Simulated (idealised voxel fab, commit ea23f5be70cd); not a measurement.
process module | voxel transistor to metal
cross-section cut | 210 nm wide | cells 5 nm
A cross-section is a grid of square cells, given in bands from the top down. A band is one or more rows of cells.
Each band's line starts with the height of the band's top and of its bottom, in nm. Then come its materials from left to right, each with its width in nm. One material with "throughout" fills the band from edge to edge. "air" is empty space.
Height 0 is the level under which the wafer as received is all one material. The lowest band goes on downwards, as in "0 down".
A width such as "30 to 40" changes by the same amount from each row of cells to the next, from the band's top row to its bottom row.
"no change" after a step means that no cell of the cross-section changed.
closed voids: empty space of 8 cells or more with no open way to the top, each as width x height at its distance from the left edge, in nm
after a step's settings: what the simulator itself notes on the step
overlay nm, on a step with a mask: how far to the right of its planned place the mask lay; to the left if negative
plan
1 op RECEIVE | material Si
2 op OXIDIZE | depth nm 5
3 op CONFORMAL_DEP | material SiN | thk nm 15
4 op MASKED_ETCH | tone cover | mask id ACTIVE | width nm 115 | etch materials SiN | depth nm 15 | overlay nm 0
5 op MASKED_ETCH | tone cover | mask id ACTIVE | width nm 115 | etch materials SiO2 | depth nm 5 | overlay nm 0
6 op MASKED_ETCH | tone cover | mask id ACTIVE | width nm 115 | etch materials Si | depth nm 25 | overlay nm 0
7 op OXIDIZE | depth nm 5
8 op FILL_DEP | material SiO2 | thk nm 15
9 op CMP | height nm 15
10 op SELECTIVE_ETCH | etch materials SiO2 | depth nm 10
11 op STRIP | etch materials SiN
12 op SELECTIVE_ETCH | etch materials SiO2 | depth nm 5
13 op OXIDIZE | depth nm 5
14 op DIRECTIONAL_DEP | material polySi | thk nm 25
15 op DIRECTIONAL_DEP | material SiCN | thk nm 10
16 op DIRECTIONAL_DEP | material aC | thk nm 10
17 op PATTERN | tone cover | mask id GATE | material resist | width nm 15 | thk nm 25 | overlay nm 0
18 op DIRECTIONAL_ETCH | etch materials aC | depth nm 10
19 op STRIP | etch materials resist
20 op DIRECTIONAL_ETCH | etch materials SiCN | depth nm 20
21 op DIRECTIONAL_ETCH | etch materials polySi | depth nm 35
22 op STRIP | etch materials aC
23 op CONFORMAL_DEP | material SiN | thk nm 10
24 op DIRECTIONAL_ETCH | etch materials SiN | depth nm 10
25 op DIRECTIONAL_ETCH | etch materials SiO2 | depth nm 5
26 op DIRECTIONAL_ETCH | etch materials Si | depth nm 10
27 op EPI | material nSi | thk nm 15
28 op FILL_DEP | material SiO2 | thk nm 5
29 op CMP | height nm 30
30 op DIRECTIONAL_DEP | material SiO2 | thk nm 15
31 op DIRECTIONAL_DEP | material aC | thk nm 10
32 op PATTERN | tone open | mask id CONTACT | material resist | width nm 20 | pitch nm 75 | thk nm 30 | overlay nm 0
33 op DIRECTIONAL_ETCH | etch materials aC | depth nm 10
34 op STRIP | etch materials resist
35 op DIRECTIONAL_ETCH | etch materials SiO2 | depth nm 50
36 op STRIP | etch materials aC
37 op CONFORMAL_DEP | material TiN | thk nm 5
38 op FILL_DEP | material W | thk nm 5
39 op CMP | height nm 45
40 op CONFORMAL_DEP | material SiCN | thk nm 5
41 op DIRECTIONAL_DEP | material lowk | thk nm 25
42 op PATTERN | tone open | mask id METAL_1 | material resist | width nm 20 | pitch nm 75 | thk nm 15 | overlay nm 0
43 op DIRECTIONAL_ETCH | etch materials lowk | depth nm 25
44 op DIRECTIONAL_ETCH | etch materials SiCN | depth nm 5
45 op STRIP | etch materials resist
46 op CONFORMAL_DEP | material TiN | thk nm 5
47 op FILL_DEP | material Ru | thk nm 10
48 op CMP | height nm 75
49 op CONFORMAL_DEP | material SiN | thk nm 5
first wafer, as planned
as received, after step 1
  0 down: Si throughout
  closed voids: none
after step 2
  0 to -5: SiO2 throughout
  below -5: unchanged
after step 3
  15 to 0: SiN throughout
  below 0: unchanged
after step 4
  15 to 0: air 45 | SiN 115 | air 50
  below 0: unchanged
after step 5
  15 to 0: air 45 | SiN 115 | air 50
  0 to -5: air 45 | SiO2 115 | air 50
  below -5: unchanged
after step 6
  15 to 0: air 45 | SiN 115 | air 50
  0 to -5: air 45 | SiO2 115 | air 50
  -5 to -30: air 45 | Si 115 | air 50
  below -30: unchanged
after step 7
  15 to 0: air 45 | SiN 115 | air 50
  0 to -5: air 45 | SiO2 115 | air 50
  -5 to -30: air 45 | SiO2 5 | Si 105 | SiO2 5 | air 50
  -30 to -35: SiO2 50 | Si 105 | SiO2 55
  below -35: unchanged
after step 8
  30 to 15: SiO2 throughout
  15 to 0: SiO2 45 | SiN 115 | SiO2 50
  0 to -5: SiO2 throughout
  -5 to -35: SiO2 50 | Si 105 | SiO2 55
  below -35: unchanged
after step 9
  15 to 0: SiO2 45 | SiN 115 | SiO2 50
  below 0: unchanged
after step 10
  15 to 5: air 45 | SiN 115 | air 50
  below 5: unchanged
after step 11
  5 to 0: SiO2 45 | air 115 | SiO2 50
  below 0: unchanged
after step 12
  0 to -5: SiO2 40 | air 125 | SiO2 45
  below -5: unchanged
after step 13
  0 to -5: SiO2 40 | air 125 | SiO2 45
  -5 to -10: SiO2 throughout
  below -10: unchanged
after step 14
  25 to 20: polySi 40 | air 125 | polySi 45
  20 to 0: polySi throughout
  0 to -5: SiO2 40 | polySi 125 | SiO2 45
  below -5: unchanged
after step 15
  35 to 30: SiCN 40 | air 125 | SiCN 45
  30 to 25: SiCN throughout
  25 to 20: polySi 40 | SiCN 125 | polySi 45
  below 20: unchanged
after step 16
  45 to 40: aC 40 | air 125 | aC 45
  40 to 35: aC throughout
  35 to 30: SiCN 40 | aC 125 | SiCN 45
  below 30: unchanged
after step 17
  70 to 45: air 95 | resist 15 | air 100
  45 to 40: aC 40 | air 55 | resist 15 | air 55 | aC 45
  below 40: unchanged
after step 18
  60 to 40: air 95 | resist 15 | air 100
  40 to 35: air 95 | aC 15 | air 100
  35 to 30: SiCN 40 | air 55 | aC 15 | air 55 | SiCN 45
  below 30: unchanged
after step 19
  40 to 35: air 95 | aC 15 | air 100
  below 35: unchanged
after step 20
  40 to 30: air 95 | aC 15 | air 100
  30 to 25: air 95 | SiCN 15 | air 100
  25 to 20: polySi 40 | air 55 | SiCN 15 | air 55 | polySi 45
  below 20: unchanged
after step 21
  40 to 30: air 95 | aC 15 | air 100
  30 to 20: air 95 | SiCN 15 | air 100
  20 to 0: air 95 | polySi 15 | air 100
  0 to -5: SiO2 40 | air 55 | polySi 15 | air 55 | SiO2 45
  below -5: unchanged
after step 22
  30 to 20: air 95 | SiCN 15 | air 100
  below 20: unchanged
after step 23
  40 to 30: air 85 | SiN 35 | air 90
  30 to 20: air 85 | SiN 10 | SiCN 15 | SiN 10 | air 90
  20 to 10: air 85 | SiN 10 | polySi 15 | SiN 10 | air 90
  10 to 5: SiN 50 | air 35 | SiN 10 | polySi 15 | SiN 10 | air 35 | SiN 55
  5 to 0: SiN 95 | polySi 15 | SiN 100
  0 to -5: SiO2 40 | SiN 55 | polySi 15 | SiN 55 | SiO2 45
  below -5: unchanged
after step 24
  30 to 20: air 85 | SiN 10 | SiCN 15 | SiN 10 | air 90
  20 to 0: air 85 | SiN 10 | polySi 15 | SiN 10 | air 90
  0 to -5: SiO2 40 | SiN 10 | air 35 | SiN 10 | polySi 15 | SiN 10 | air 35 | SiN 10 | SiO2 45
  below -5: unchanged
after step 25
  30 to 20: air 85 | SiN 10 | SiCN 15 | SiN 10 | air 90
  20 to 0: air 85 | SiN 10 | polySi 15 | SiN 10 | air 90
  0 to -5: air 40 | SiN 10 | air 35 | SiN 10 | polySi 15 | SiN 10 | air 35 | SiN 10 | air 45
  -5 to -10: SiO2 50 | air 35 | SiO2 35 | air 35 | SiO2 55
  below -10: unchanged
after step 26
  30 to 20: air 85 | SiN 10 | SiCN 15 | SiN 10 | air 90
  20 to 0: air 85 | SiN 10 | polySi 15 | SiN 10 | air 90
  0 to -5: air 40 | SiN 10 | air 35 | SiN 10 | polySi 15 | SiN 10 | air 35 | SiN 10 | air 45
  -5 to -10: SiO2 50 | air 35 | SiO2 35 | air 35 | SiO2 55
  -10 to -20: SiO2 50 | air 35 | Si 35 | air 35 | SiO2 55
  below -20: unchanged
after step 27
  30 to 20: air 85 | SiN 10 | SiCN 15 | SiN 10 | air 90
  20 to 5: air 85 | SiN 10 | polySi 15 | SiN 10 | air 90
  5 to 0: air 70 | nSi 15 | SiN 10 | polySi 15 | SiN 10 | nSi 15 | air 75
  0 to -5: air 40 | SiN 10 | air 20 | nSi 15 | SiN 10 | polySi 15 | SiN 10 | nSi 15 | air 20 | SiN 10 | air 45
  -5 to -10: SiO2 50 | nSi 35 | SiO2 35 | nSi 35 | SiO2 55
  -10 to -20: SiO2 50 | nSi 35 | Si 35 | nSi 35 | SiO2 55
  below -20: unchanged
after step 28
  35 to 30: SiO2 throughout
  30 to 20: SiO2 85 | SiN 10 | SiCN 15 | SiN 10 | SiO2 90
  20 to 5: SiO2 85 | SiN 10 | polySi 15 | SiN 10 | SiO2 90
  5 to 0: SiO2 70 | nSi 15 | SiN 10 | polySi 15 | SiN 10 | nSi 15 | SiO2 75
  0 to -5: SiO2 40 | SiN 10 | SiO2 20 | nSi 15 | SiN 10 | polySi 15 | SiN 10 | nSi 15 | SiO2 20 | SiN 10 | SiO2 45
  below -5: unchanged
after step 29
  30 to 20: SiO2 85 | SiN 10 | SiCN 15 | SiN 10 | SiO2 90
  below 20: unchanged
after step 30
  45 to 30: SiO2 throughout
  below 30: unchanged
after step 31
  55 to 45: aC throughout
  below 45: unchanged
after step 32
  85 to 55: resist 55 | air 20 | resist 55 | air 20 | resist 60
  below 55: unchanged
after step 33
  75 to 55: resist 55 | air 20 | resist 55 | air 20 | resist 60
  55 to 45: aC 55 | air 20 | aC 55 | air 20 | aC 60
  below 45: unchanged
after step 34
  55 to 45: aC 55 | air 20 | aC 55 | air 20 | aC 60
  below 45: unchanged
after step 35
  55 to 45: aC 55 | air 20 | aC 55 | air 20 | aC 60
  45 to 30: SiO2 55 | air 20 | SiO2 55 | air 20 | SiO2 60
  30 to 20: SiO2 55 | air 20 | SiO2 10 | SiN 10 | SiCN 15 | SiN 10 | SiO2 10 | air 20 | SiO2 60
  20 to 5: SiO2 55 | air 20 | SiO2 10 | SiN 10 | polySi 15 | SiN 10 | SiO2 10 | air 20 | SiO2 60
  5 to 0: SiO2 55 | air 15 | nSi 15 | SiN 10 | polySi 15 | SiN 10 | nSi 15 | air 15 | SiO2 60
  0 to -5: SiO2 40 | SiN 10 | SiO2 5 | air 15 | nSi 15 | SiN 10 | polySi 15 | SiN 10 | nSi 15 | air 15 | SiO2 5 | SiN 10 | SiO2 45
  below -5: unchanged
after step 36
  45 to 30: SiO2 55 | air 20 | SiO2 55 | air 20 | SiO2 60
  below 30: unchanged
after step 37
  50 to 45: TiN 60 | air 10 | TiN 65 | air 10 | TiN 65
  45 to 30: SiO2 55 | TiN 5 | air 10 | TiN 5 | SiO2 55 | TiN 5 | air 10 | TiN 5 | SiO2 60
  30 to 20: SiO2 55 | TiN 5 | air 10 | TiN 5 | SiO2 10 | SiN 10 | SiCN 15 | SiN 10 | SiO2 10 | TiN 5 | air 10 | TiN 5 | SiO2 60
  20 to 10: SiO2 55 | TiN 5 | air 10 | TiN 5 | SiO2 10 | SiN 10 | polySi 15 | SiN 10 | SiO2 10 | TiN 5 | air 10 | TiN 5 | SiO2 60
  10 to 5: SiO2 55 | TiN 5 | air 5 | TiN 10 | SiO2 10 | SiN 10 | polySi 15 | SiN 10 | SiO2 10 | TiN 10 | air 5 | TiN 5 | SiO2 60
  5 to 0: SiO2 55 | TiN 5 | air 5 | TiN 5 | nSi 15 | SiN 10 | polySi 15 | SiN 10 | nSi 15 | TiN 5 | air 5 | TiN 5 | SiO2 60
  0 to -5: SiO2 40 | SiN 10 | SiO2 5 | TiN 15 | nSi 15 | SiN 10 | polySi 15 | SiN 10 | nSi 15 | TiN 15 | SiO2 5 | SiN 10 | SiO2 45
  below -5: unchanged
after step 38
  55 to 50: W throughout
  50 to 45: TiN 60 | W 10 | TiN 65 | W 10 | TiN 65
  45 to 30: SiO2 55 | TiN 5 | W 10 | TiN 5 | SiO2 55 | TiN 5 | W 10 | TiN 5 | SiO2 60
  30 to 20: SiO2 55 | TiN 5 | W 10 | TiN 5 | SiO2 10 | SiN 10 | SiCN 15 | SiN 10 | SiO2 10 | TiN 5 | W 10 | TiN 5 | SiO2 60
  20 to 10: SiO2 55 | TiN 5 | W 10 | TiN 5 | SiO2 10 | SiN 10 | polySi 15 | SiN 10 | SiO2 10 | TiN 5 | W 10 | TiN 5 | SiO2 60
  10 to 5: SiO2 55 | TiN 5 | W 5 | TiN 10 | SiO2 10 | SiN 10 | polySi 15 | SiN 10 | SiO2 10 | TiN 10 | W 5 | TiN 5 | SiO2 60
  5 to 0: SiO2 55 | TiN 5 | W 5 | TiN 5 | nSi 15 | SiN 10 | polySi 15 | SiN 10 | nSi 15 | TiN 5 | W 5 | TiN 5 | SiO2 60
  below 0: unchanged
after step 39
  45 to 30: SiO2 55 | TiN 5 | W 10 | TiN 5 | SiO2 55 | TiN 5 | W 10 | TiN 5 | SiO2 60
  below 30: unchanged
after step 40
  50 to 45: SiCN throughout
  below 45: unchanged
after step 41
  75 to 50: lowk throughout
  below 50: unchanged
after step 42
  90 to 75: resist 55 | air 20 | resist 55 | air 20 | resist 60
  below 75: unchanged
after step 43
  90 to 75: resist 55 | air 20 | resist 55 | air 20 | resist 60
  75 to 50: lowk 55 | air 20 | lowk 55 | air 20 | lowk 60
  below 50: unchanged
after step 44
  90 to 75: resist 55 | air 20 | resist 55 | air 20 | resist 60
  75 to 50: lowk 55 | air 20 | lowk 55 | air 20 | lowk 60
  50 to 45: SiCN 55 | air 20 | SiCN 55 | air 20 | SiCN 60
  below 45: unchanged
after step 45
  75 to 50: lowk 55 | air 20 | lowk 55 | air 20 | lowk 60
  below 50: unchanged
after step 46
  80 to 75: TiN 60 | air 10 | TiN 65 | air 10 | TiN 65
  75 to 50: lowk 55 | TiN 5 | air 10 | TiN 5 | lowk 55 | TiN 5 | air 10 | TiN 5 | lowk 60
  50 to 45: SiCN 55 | TiN 20 | SiCN 55 | TiN 20 | SiCN 60
  below 45: unchanged
after step 47
  90 to 80: Ru throughout
  80 to 75: TiN 60 | Ru 10 | TiN 65 | Ru 10 | TiN 65
  75 to 50: lowk 55 | TiN 5 | Ru 10 | TiN 5 | lowk 55 | TiN 5 | Ru 10 | TiN 5 | lowk 60
  below 50: unchanged
after step 48
  75 to 50: lowk 55 | TiN 5 | Ru 10 | TiN 5 | lowk 55 | TiN 5 | Ru 10 | TiN 5 | lowk 60
  below 50: unchanged
after step 49
  80 to 75: SiN throughout
  below 75: unchanged
second wafer: like start, like plan, one mistake. Through step 16 it matches the first wafer
when step 17 should have ended
  70 to 45: resist 95 | air 15 | resist 100
  45 to 40: aC 40 | resist 55 | air 15 | resist 55 | aC 45
  below 40: unchanged
when step 18 should have ended
  60 to 45: resist 95 | air 15 | resist 100
  45 to 40: aC 40 | resist 55 | air 15 | resist 55 | aC 45
  40 to 35: aC 95 | air 15 | aC 100
  35 to 30: SiCN 40 | aC 55 | air 15 | aC 55 | SiCN 45
  below 30: unchanged
when step 19 should have ended
  45 to 35: aC 40 to 95 | air 125 to 15 | aC 45 to 100
  below 35: unchanged
when step 20 should have ended
  45 to 35: aC 40 to 95 | air 125 to 15 | aC 45 to 100
  35 to 30: SiCN 40 | aC 55 | air 15 | aC 55 | SiCN 45
  30 to 25: SiCN 95 | air 15 | SiCN 100
  25 to 20: polySi 40 | SiCN 55 | air 15 | SiCN 55 | polySi 45
  below 20: unchanged
when step 21 should have ended
  45 to 35: aC 40 to 95 | air 125 to 15 | aC 45 to 100
  35 to 30: SiCN 40 | aC 55 | air 15 | aC 55 | SiCN 45
  30 to 25: SiCN 95 | air 15 | SiCN 100
  25 to 20: polySi 40 | SiCN 55 | air 15 | SiCN 55 | polySi 45
  20 to 0: polySi 95 | air 15 | polySi 100
  0 to -5: SiO2 40 | polySi 55 | air 15 | polySi 55 | SiO2 45
  below -5: unchanged
when step 22 should have ended
  35 to 25: SiCN 40 to 95 | air 125 to 15 | SiCN 45 to 100
  below 25: unchanged
when step 23 should have ended
  45 to 40: SiN 50 | air 105 | SiN 55
  40 to 35: SiN throughout
  35 to 25: SiCN 40 to 95 | SiN 125 to 15 | SiCN 45 to 100
  25 to 20: polySi 40 | SiCN 55 | SiN 15 | SiCN 55 | polySi 45
  20 to 0: polySi 95 | SiN 15 | polySi 100
  0 to -5: SiO2 40 | polySi 55 | SiN 15 | polySi 55 | SiO2 45
  below -5: unchanged
when step 24 should have ended
  35 to 30: SiCN 40 | SiN 10 | air 105 | SiN 10 | SiCN 45
  below 30: unchanged
when step 25 should have ended: no change
when step 26 should have ended: no change
when step 27 should have ended: no change
when step 28 should have ended
  40 to 35: SiO2 throughout
  35 to 30: SiCN 40 | SiN 10 | SiO2 105 | SiN 10 | SiCN 45
  below 30: unchanged
when step 29 should have ended
  30 to 25: SiCN 95 | SiN 15 | SiCN 100
  below 25: unchanged
when step 30 should have ended
  45 to 30: SiO2 throughout
  below 30: unchanged
when step 31 should have ended
  55 to 45: aC throughout
  below 45: unchanged
when step 32 should have ended
  85 to 55: resist 55 | air 20 | resist 55 | air 20 | resist 60
  below 55: unchanged
when step 33 should have ended
  75 to 55: resist 55 | air 20 | resist 55 | air 20 | resist 60
  55 to 45: aC 55 | air 20 | aC 55 | air 20 | aC 60
  below 45: unchanged
when step 34 should have ended
  55 to 45: aC 55 | air 20 | aC 55 | air 20 | aC 60
  below 45: unchanged
when step 35 should have ended
  55 to 45: aC 55 | air 20 | aC 55 | air 20 | aC 60
  45 to 30: SiO2 55 | air 20 | SiO2 55 | air 20 | SiO2 60
  below 30: unchanged
when step 36 should have ended
  45 to 30: SiO2 55 | air 20 | SiO2 55 | air 20 | SiO2 60
  below 30: unchanged
when step 37 should have ended
  50 to 45: TiN 60 | air 10 | TiN 65 | air 10 | TiN 65
  45 to 35: SiO2 55 | TiN 5 | air 10 | TiN 5 | SiO2 55 | TiN 5 | air 10 | TiN 5 | SiO2 60
  35 to 30: SiO2 55 | TiN 20 | SiO2 55 | TiN 20 | SiO2 60
  below 30: unchanged
when step 38 should have ended
  55 to 50: W throughout
  50 to 45: TiN 60 | W 10 | TiN 65 | W 10 | TiN 65
  45 to 35: SiO2 55 | TiN 5 | W 10 | TiN 5 | SiO2 55 | TiN 5 | W 10 | TiN 5 | SiO2 60
  below 35: unchanged
when step 39 should have ended
  45 to 35: SiO2 55 | TiN 5 | W 10 | TiN 5 | SiO2 55 | TiN 5 | W 10 | TiN 5 | SiO2 60
  below 35: unchanged
when step 40 should have ended
  50 to 45: SiCN throughout
  below 45: unchanged
when step 41 should have ended
  75 to 50: lowk throughout
  below 50: unchanged
when step 42 should have ended
  90 to 75: resist 55 | air 20 | resist 55 | air 20 | resist 60
  below 75: unchanged
when step 43 should have ended
  90 to 75: resist 55 | air 20 | resist 55 | air 20 | resist 60
  75 to 50: lowk 55 | air 20 | lowk 55 | air 20 | lowk 60
  below 50: unchanged
when step 44 should have ended
  90 to 75: resist 55 | air 20 | resist 55 | air 20 | resist 60
  75 to 50: lowk 55 | air 20 | lowk 55 | air 20 | lowk 60
  50 to 45: SiCN 55 | air 20 | SiCN 55 | air 20 | SiCN 60
  below 45: unchanged
when step 45 should have ended
  75 to 50: lowk 55 | air 20 | lowk 55 | air 20 | lowk 60
  below 50: unchanged
when step 46 should have ended
  80 to 75: TiN 60 | air 10 | TiN 65 | air 10 | TiN 65
  75 to 50: lowk 55 | TiN 5 | air 10 | TiN 5 | lowk 55 | TiN 5 | air 10 | TiN 5 | lowk 60
  50 to 45: SiCN 55 | TiN 20 | SiCN 55 | TiN 20 | SiCN 60
  below 45: unchanged
when step 47 should have ended
  90 to 80: Ru throughout
  80 to 75: TiN 60 | Ru 10 | TiN 65 | Ru 10 | TiN 65
  75 to 50: lowk 55 | TiN 5 | Ru 10 | TiN 5 | lowk 55 | TiN 5 | Ru 10 | TiN 5 | lowk 60
  below 50: unchanged
when step 48 should have ended
  75 to 50: lowk 55 | TiN 5 | Ru 10 | TiN 5 | lowk 55 | TiN 5 | Ru 10 | TiN 5 | lowk 60
  below 50: unchanged
when step 49 should have ended
  80 to 75: SiN throughout
  below 75: unchanged
what went wrong: step 17 ran as: op PATTERN | tone open | mask id GATE | material resist | width nm 15 | thk nm 25 | overlay nm 0
at the end the second wafer has, in cells: 28 more of Si | 55 more of SiCN | 11 fewer of SiN | 146 fewer of SiO2 | 28 fewer of TiN | 24 fewer of W | 54 fewer of nSi | 180 more of polySi
